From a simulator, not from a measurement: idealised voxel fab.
You're looking at the process module voxel local oxidation.
Cross-sectional view cut (width: 300 nm; square cell size: 5 nm).
In what follows, cross-sections appear as grids of square cells, described through bands that run from the top down, where every band is one or more rows of cells.
Read a band's entry like this: the first values are the height of its top and the height of its bottom in nm, and what follows is the sequence of materials from left to right, each with its width in nm. Note that "air" is empty space, and that a single material marked "edge to edge" reaches across the band from edge to edge.
Heights are expressed relative to 0, this being the level below which the as-received wafer comprises one material exclusively. The lowest band is unbounded in the downward direction and is denoted as in "0 nm and below".
The two numbers in a width such as "30 to 40" mark its ends across the band: the first belongs to the top row of cells, the second to the bottom row, and from each row to the next the width moves by the same amount.
Basically "stayed the same" means that step didn't change any cell in the cross-section.
In "Closed void roster" the enclosed voids are listed, meaning empty spaces of 8 cells or larger without any opening to the top. The form is width x height at distance, distance from the left edge, units nm.
Heads up: the bit after the settings on a step's line is the simulator's remark on that step.
overlay nm: on a step with a mask, how far right of its planned place the mask lay; negative means left.
**plan**
1 RECEIVE: material Si
2 CONFORMAL_DEP: material SiO2, thk nm 5
3 CONFORMAL_DEP: material SiN, thk nm 15
4 PATTERN: tone cover, mask id ACTIVE, material resist, width nm 100, thk nm 15, overlay nm 0
5 DIRECTIONAL_ETCH: etch materials SiN, depth nm 15
6 STRIP: etch materials resist
7 SELECTIVE_ETCH: etch materials SiO2, depth nm 5
8 OXIDIZE: depth nm 10
9 STRIP: etch materials SiN
**So this is the incoming wafer in cross-section - it's already been through step 1**
	0 nm and below | Si edge to edge
	Closed void roster: none
**a wafer at the end: this start, this plan, one mistake**
	5 nm to 0 nm | 105 nm air  90 nm SiO2  105 nm air
	0 nm to -20 nm | 125 nm SiO2  50 nm Si  125 nm SiO2
	-20 nm and below | Si edge to edge
	Closed void roster: none
Error vs. plan: it should be noted that step 8 was executed with settings other than those planned, the operation and settings actually applied being OXIDIZE: depth nm 20
